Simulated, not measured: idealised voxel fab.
process module | voxel gate over fins
cross-section cut | 170 nm wide | cells 5 nm
A cross-section is a grid of square cells, given in bands from the top down. A band is one or more rows of cells.
Each band's line starts with the height of the band's top and of its bottom, in nm. Then come its materials from left to right, each with its width in nm. One material with "throughout" fills the band from edge to edge. "air" is empty space.
Height 0 is the level under which the wafer as received is all one material. The lowest band goes on downwards, as in "0 down".
A width such as "30 to 40" changes by the same amount from each row of cells to the next, from the band's top row to its bottom row.
"no change" after a step means that no cell of the cross-section changed.
closed voids: empty space of 8 cells or more with no open way to the top, each as width x height at its distance from the left edge, in nm
after a step's settings: what the simulator itself notes on the step
overlay nm, on a step with a mask: how far to the right of its planned place the mask lay; to the left if negative
plan
1 op RECEIVE | material Si
2 op CONFORMAL_DEP | material SiN | thk nm 5
3 op DIRECTIONAL_DEP | material aC | thk nm 10
4 op PATTERN | tone cover | mask id FINS | material resist | width nm 15 | pitch nm 60 | thk nm 25 | overlay nm 0
5 op DIRECTIONAL_ETCH | etch materials aC | depth nm 10
6 op STRIP | etch materials resist
7 op DIRECTIONAL_ETCH | etch materials SiN | depth nm 5
8 op DIRECTIONAL_ETCH | etch materials Si | depth nm 30
9 op STRIP | etch materials aC
10 op OXIDIZE | depth nm 5
11 op FILL_DEP | material SiO2 | thk nm 5
12 op CMP | height nm 5
13 op DIRECTIONAL_DEP | material aC | thk nm 15
14 op PATTERN | tone open | mask id RAIL | material resist | width nm 15 | thk nm 30 | overlay nm 0
15 op DIRECTIONAL_ETCH | etch materials aC | depth nm 15
16 op STRIP | etch materials resist
17 op DIRECTIONAL_ETCH | etch materials SiO2 | depth nm 30
18 op STRIP | etch materials aC
19 op CONFORMAL_DEP | material TiN | thk nm 5
20 op FILL_DEP | material W | thk nm 10
21 op CMP | height nm 5
22 op SELECTIVE_ETCH | etch materials W Ru TiN | depth nm 25
23 op FILL_DEP | material SiO2 | thk nm 5
24 op CMP | height nm 5
25 op SELECTIVE_ETCH | etch materials SiO2 | depth nm 20
26 op STRIP | etch materials SiN
27 op CONFORMAL_DEP | material HfO2 | thk nm 5
28 op CONFORMAL_DEP | material TiN | thk nm 5
29 op FILL_DEP | material W | thk nm 10
30 op CMP | height nm 15
31 op CONFORMAL_DEP | material SiCN | thk nm 10
as received, after step 1
  0 down: Si throughout
  closed voids: none
a wafer at the end: this start, this plan, one mistake
  25 to 15: SiCN throughout
  15 to 10: W throughout
  10 to 5: W 10 | TiN 25 | W 35 | TiN 25 | W 35 | TiN 25 | W 15
  5 to 0: W 10 | TiN 5 | HfO2 15 | TiN 5 | W 35 | TiN 5 | HfO2 15 | TiN 5 | W 35 | TiN 5 | HfO2 15 | TiN 5 | W 15
  0 to -5: W 10 | TiN 5 | HfO2 5 | Si 5 | HfO2 5 | TiN 5 | W 35 | TiN 5 | HfO2 5 | Si 5 | HfO2 5 | TiN 5 | W 35 | TiN 5 | HfO2 5 | Si 5 | HfO2 5 | TiN 5 | W 15
  -5 to -10: TiN 15 | HfO2 5 | Si 5 | HfO2 5 | TiN 45 | HfO2 5 | Si 5 | HfO2 5 | TiN 45 | HfO2 5 | Si 5 | HfO2 5 | TiN 20
  -10 to -15: HfO2 20 | Si 5 | HfO2 55 | Si 5 | HfO2 55 | Si 5 | HfO2 25
  -15 to -20: SiO2 20 | Si 5 | SiO2 55 | Si 5 | SiO2 55 | Si 5 | SiO2 25
  -20 to -25: SiO2 20 | Si 5 | SiO2 15 | TiN 25 | SiO2 15 | Si 5 | SiO2 55 | Si 5 | SiO2 25
  -25 to -35: SiO2 20 | Si 5 | SiO2 55 | Si 5 | SiO2 55 | Si 5 | SiO2 25
  -35 down: Si throughout
  closed voids: none
what went wrong: step 14 ran as: op PATTERN | tone open | mask id RAIL | material resist | width nm 25 | thk nm 30 | overlay nm 0
